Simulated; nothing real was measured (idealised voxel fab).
Presented below is a process module, voxel plated lines.
Xsec cut, 230 nm wide, square cell size 5 nm.
How to read a cross-section here: the picture is a grid of square cells, written as bands going from the top down, and any band can span one or more rows of cells. Within each band entry, the heights of the top and of the bottom of the band appear first, in that order and in nm; the materials of the band then follow from left to right, each with its corresponding width in nm. The designation "all across" on a single material indicates that it fills the band from edge to edge; the designation "air" indicates empty space. It should be noted that heights are counted from 0, beneath which the wafer as supplied is of one material throughout, and that the lowest band possesses no lower boundary but continues downward, as written in "0 down". The expression "30..40" gives the width at the extremes of the band, the first number at its top row of cells and the second at its bottom row, with the width changing by equal amounts from each row to the next in between. "no change occurred" -> step changed no cross-section cell. Basically, "Voids, sealed" tells you about the enclosed voids: empty spaces with no open way to the top, 8 cells or bigger, each written width x height at distance, where distance is from the left edge, all in nm. If you see something after the settings on a step's line, that's the simulator's own remark about that step. overlay nm, on a step with a mask: how far to the right of its planned place the mask lay; to the left if negative.

[Steps in the process plan]
1 RECEIVE,material Si
2 CONFORMAL_DEP,material Al2O3,thk nm 5
3 DIRECTIONAL_DEP,material TiN,thk nm 5
4 PATTERN,tone open,mask id LINES,material resist,width nm 20,pitch nm 50,thk nm 25,overlay nm 0
5 EPI,material Ru,thk nm 5
6 EPI,material Ru,thk nm 10
7 STRIP,etch materials resist
8 DIRECTIONAL_ETCH,etch materials TiN,depth nm 5
9 CONFORMAL_DEP,material SiN,thk nm 5

[The cross-section here shows the wafer as received, i.e. in its state after step 1]
- 0 down | Si all across
- Voids, sealed: none

[First of two wafers, end-of-module section, run followed plan]
- 30 to 25 | air: 50 / SiN: 30 / air: 20 / SiN: 30 / air: 20 / SiN: 30 / air: 50
- 25 to 10 | air: 50 / SiN: 5 / Ru: 20 / SiN: 5 / air: 20 / SiN: 5 / Ru: 20 / SiN: 5 / air: 20 / SiN: 5 / Ru: 20 / SiN: 5 / air: 50
- 10 to 5 | SiN: 55 / TiN: 20 / SiN: 30 / TiN: 20 / SiN: 30 / TiN: 20 / SiN: 55
- 5 to 0 | Al2O3 all across
- 0 down | Si all across
- Voids, sealed: none

[Here's the second of our two wafers sectioned at module end. Same start as the first, same plan, but one mistake got made running it]
- 30 to 25 | SiN: 60 / air: 10 / SiN: 40 / air: 10 / SiN: 40 / air: 10 / SiN: 60
- 25 to 10 | Ru: 55 / SiN: 5 / air: 10 / SiN: 5 / Ru: 30 / SiN: 5 / air: 10 / SiN: 5 / Ru: 30 / SiN: 5 / air: 10 / SiN: 5 / Ru: 55
- 10 to 5 | TiN: 55 / SiN: 20 / TiN: 30 / SiN: 20 / TiN: 30 / SiN: 20 / TiN: 55
- 5 to 0 | Al2O3 all across
- 0 down | Si all across
- Voids, sealed: none
So what did we get wrong on this run? for step 4, the planned setting was not used; the step was instead run as PATTERN,tone cover,mask id LINES,material resist,width nm 20,pitch nm 50,thk nm 25,overlay nm 0
Final wafer comparison in cells, second versus first, more or fewer per material: 66 more of Ru, 22 more of TiN
